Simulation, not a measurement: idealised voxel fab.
Title: Process Module voxel ribs on slabs
For reference, the cross-section in this document is cut, with width 150 nm and square cells of 5 nm.
Cross-section spec: square-cell grid; bands listed top down; each band is one or more rows.
Top height, bottom height, nm. Materials left to right, width each, nm. Single material + "throughout" = fills band edge to edge. "air" = empty.
Where do heights start? At 0: under that level the wafer as delivered is made of one material only. And the lowest band has no floor; it just carries on downward, as in "from 0 down".
When a width is written as two numbers, as in "30->40", the first number is the width in the top row of cells of the band and the second is the width in its bottom row, and the width changes by the same amount from each row to the next.
You'll sometimes find "nothing changed" written for a step, and that's the way of saying that nowhere in the cross-section did a cell change during that step.
Heads up: "Fully enclosed voids" only lists the empty pockets with no open path to the top that are 8 cells or more, and it writes them as width x height at distance, distance from the left edge, in nm.
Past the settings on a step's line: simulator remark, on that step.
The setting "overlay nm" may be written on the line of a step. When the step uses a mask, the value reports how far to the right of the planned place the mask lay, and a negative value reports that it lay to the left.
## Steps planned for the process
step 1: RECEIVE with material Si
step 2: DIRECTIONAL_DEP with material SiO2, thk nm 25
step 3: DIRECTIONAL_DEP with material polySi, thk nm 15
step 4: DIRECTIONAL_DEP with material aC, thk nm 15
step 5: PATTERN with tone cover, mask id RIB, material resist, width nm 20, thk nm 30, overlay nm 0
step 6: DIRECTIONAL_ETCH with etch materials aC, depth nm 15
step 7: STRIP with etch materials resist
step 8: DIRECTIONAL_ETCH with etch materials polySi, depth nm 5
step 9: STRIP with etch materials aC
step 10: MASKED_ETCH with tone cover, mask id SLAB, width nm 70, etch materials polySi, depth nm 10, overlay nm 0
step 11: FILL_DEP with material SiO2, thk nm 30
step 12: CMP with height nm 60
step 13: DIRECTIONAL_DEP with material TiN, thk nm 10
step 14: PATTERN with tone cover, mask id HEATER, material resist, width nm 30, thk nm 15, overlay nm 0
step 15: DIRECTIONAL_ETCH with etch materials TiN, depth nm 10
step 16: STRIP with etch materials resist
step 17: CONFORMAL_DEP with material SiO2, thk nm 10
## Wafer as received: cross-section following step 1
- from 0 down  Si throughout
- Fully enclosed voids: none
## Sectioned view, first of two wafers, at the close of the module, processed as intended in the plan
- from 80 to 70  air 50 nm, SiO2 50 nm, air 50 nm
- from 70 to 60  SiO2 60 nm, TiN 30 nm, SiO2 60 nm
- from 60 to 40  SiO2 throughout
- from 40 to 35  SiO2 65 nm, polySi 20 nm, SiO2 65 nm
- from 35 to 25  SiO2 40 nm, polySi 70 nm, SiO2 40 nm
- from 25 to 0  SiO2 throughout
- from 0 down  Si throughout
- Fully enclosed voids: none
## Now the second wafer, cross-sectioned at the end of the module. Nothing different at the start, nothing different in the plan compared with the first, just one mistake when it was actually run
- from 80 to 70  air 50 nm, SiO2 50 nm, air 50 nm
- from 70 to 60  SiO2 60 nm, TiN 30 nm, SiO2 60 nm
- from 60 to 40  SiO2 throughout
- from 40 to 35  SiO2 65 nm, polySi 20 nm, SiO2 65 nm
- from 35 to 25  SiO2 45 nm, polySi 70 nm, SiO2 35 nm
- from 25 to 0  SiO2 throughout
- from 0 down  Si throughout
- Fully enclosed voids: none
Nonconformance to the process plan: heads up, step 10 didn't go per plan, it actually ran as MASKED_ETCH with tone cover, mask id SLAB, width nm 70, etch materials polySi, depth nm 10, overlay nm 5
Final wafers compared: equal cell tally per material, rearranged layout.
